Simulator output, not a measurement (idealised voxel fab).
process module | voxel self aligned vias
cross-section cut | 285 nm wide | cells 5 nm
A cross-section is a grid of square cells, given in bands from the top down. A band is one or more rows of cells.
Each band's line starts with the height of the band's top and of its bottom, in nm. Then come its materials from left to right, each with its width in nm. One material with "throughout" fills the band from edge to edge. "air" is empty space.
Height 0 is the level under which the wafer as received is all one material. The lowest band goes on downwards, as in "0 down".
A width such as "30 to 40" changes by the same amount from each row of cells to the next, from the band's top row to its bottom row.
"no change" after a step means that no cell of the cross-section changed.
closed voids: empty space of 8 cells or more with no open way to the top, each as width x height at its distance from the left edge, in nm
after a step's settings: what the simulator itself notes on the step
overlay nm, on a step with a mask: how far to the right of its planned place the mask lay; to the left if negative
plan
1 op RECEIVE | material Si
2 op CONFORMAL_DEP | material SiO2 | thk nm 10
3 op CONFORMAL_DEP | material SiCN | thk nm 5
4 op DIRECTIONAL_DEP | material SiO2 | thk nm 30
5 op PATTERN | tone open | mask id LINES | material resist | width nm 30 | pitch nm 60 | thk nm 15 | overlay nm 0
6 op DIRECTIONAL_ETCH | etch materials SiO2 | depth nm 30
7 op STRIP | etch materials resist
8 op CONFORMAL_DEP | material TiN | thk nm 5
9 op FILL_DEP | material W | thk nm 5
10 op CMP | height nm 45
11 op SELECTIVE_ETCH | etch materials W Ru TiN | depth nm 10
12 op FILL_DEP | material SiN | thk nm 5
13 op CMP | height nm 45
14 op DIRECTIONAL_DEP | material SiO2 | thk nm 15
15 op MASKED_ETCH | tone open | mask id VIAS | width nm 40 | pitch nm 60 | etch materials SiO2 | depth nm 15 | overlay nm 0
16 op MASKED_ETCH | tone open | mask id VIAS | width nm 40 | pitch nm 60 | etch materials SiN | depth nm 10 | overlay nm 0
17 op CONFORMAL_DEP | material TiN | thk nm 5
18 op FILL_DEP | material W | thk nm 10
19 op CMP | height nm 60
20 op CONFORMAL_DEP | material SiCN | thk nm 5
as received, after step 1
  0 down: Si throughout
  closed voids: none
a wafer at the end: this start, this plan, one mistake
  65 to 60: SiCN throughout
  60 to 45: SiO2 90 | TiN 5 | W 30 | TiN 5 | SiO2 20 | TiN 5 | W 30 | TiN 5 | SiO2 95
  45 to 40: SiN 90 | TiN 10 | W 20 | TiN 10 | SiN 20 | TiN 10 | W 20 | TiN 10 | SiN 95
  40 to 35: SiO2 95 | TiN 30 | SiO2 30 | TiN 30 | SiO2 100
  35 to 15: SiO2 95 | TiN 5 | W 20 | TiN 5 | SiO2 30 | TiN 5 | W 20 | TiN 5 | SiO2 100
  15 to 10: SiO2 95 | TiN 30 | SiO2 30 | TiN 30 | SiO2 100
  10 to 0: SiO2 throughout
  0 down: Si throughout
  closed voids: none
what went wrong: step 3 was left out
